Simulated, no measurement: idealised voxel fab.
You're looking at the process module voxel self aligned vias.
Displayed cross-section: cut, width of 255 nm, square cells sized 5 nm.
Cross-section format: a grid of square cells, given as bands from top to bottom; each band is one or more rows of cells.
Quick guide to a band line: top height, bottom height (nm) up front; then every material left to right with its width in nm. Only one material and it's marked "edge to edge"? Then it fills the band edge to edge. And "empty" just means empty space.
Measure heights from 0. That's the level where, below it, the as-received wafer is all one material. The lowest band is bottomless and extends downward; write it as in "0..down".
Graded width ("30..40"): value in top row of band = first number; value in bottom row = second number; row-to-row change constant.
Where a step carries "left unchanged", the cross-section came out of it unchanged, cell for cell.
Empty spaces without an open route to the top, at least 8 cells in extent, make up the entry "Enclosed empty spaces"; each is given as width x height at distance, where the distance is measured from the left edge, and all are in nm.
That trailing text on a step's line, after the settings, is the simulator's own remark on the step.
The setting "overlay nm" may be written on the line of a step. When the step uses a mask, the value reports how far to the right of the planned place the mask lay, and a negative value reports that it lay to the left.
Process steps foreseen in the plan
1: RECEIVE, material Si
2: CONFORMAL_DEP, material SiO2, thk nm 15
3: CONFORMAL_DEP, material SiCN, thk nm 5
4: DIRECTIONAL_DEP, material SiO2, thk nm 15
5: PATTERN, tone open, mask id LINES, material resist, width nm 25, pitch nm 65, thk nm 20, overlay nm 0
6: DIRECTIONAL_ETCH, etch materials SiO2, depth nm 25
7: STRIP, etch materials resist
8: CONFORMAL_DEP, material TiN, thk nm 5
9: FILL_DEP, material W, thk nm 10
10: CMP, height nm 45
11: SELECTIVE_ETCH, etch materials W Ru TiN, depth nm 5
12: FILL_DEP, material SiN, thk nm 10
13: CMP, height nm 45
14: DIRECTIONAL_DEP, material SiO2, thk nm 20
15: DIRECTIONAL_DEP, material aC, thk nm 15
16: PATTERN, tone open, mask id VIAS, material resist, width nm 45, pitch nm 65, thk nm 30, overlay nm 0
17: DIRECTIONAL_ETCH, etch materials aC, depth nm 15
18: STRIP, etch materials resist
19: DIRECTIONAL_ETCH, etch materials SiO2, depth nm 20
20: DIRECTIONAL_ETCH, etch materials SiN, depth nm 5
21: STRIP, etch materials aC
22: CONFORMAL_DEP, material TiN, thk nm 5
23: FILL_DEP, material W, thk nm 5
24: CMP, height nm 65
25: CONFORMAL_DEP, material SiN, thk nm 5
What sets these wafers apart? The thk nm at step 4. They all start alike, and the plan carries the first wafer's value.
Cross-section, first of several wafers, as delivered after step 1
    0..down: Si edge to edge
    Enclosed empty spaces: none
What follows is a table in which each wafer occupies a row; for the wafer as it stands at the close of the module, the row states, material by material, how many cells have been gained (+) or lost (-) since receipt, and then gives its closed voids
thk nm 15 | +51 SiCN | +75 SiN | +357 SiO2 | +120 TiN | +111 W | Enclosed empty spaces: none
thk nm 20 | +51 SiCN | +75 SiN | +393 SiO2 | +84 TiN | +111 W | Enclosed empty spaces: none
thk nm 25 | +51 SiCN | +51 SiN | +429 SiO2 | +84 TiN | +99 W | Enclosed empty spaces: none
thk nm 30 | +51 SiCN | +51 SiN | +444 SiO2 | +78 TiN | +90 W | Enclosed empty spaces: none
thk nm 35 | +51 SiCN | +51 SiN | +459 SiO2 | +72 TiN | +81 W | Enclosed empty spaces: none
thk nm 40 | +51 SiCN | +51 SiN | +474 SiO2 | +66 TiN | +72 W | Enclosed empty spaces: none
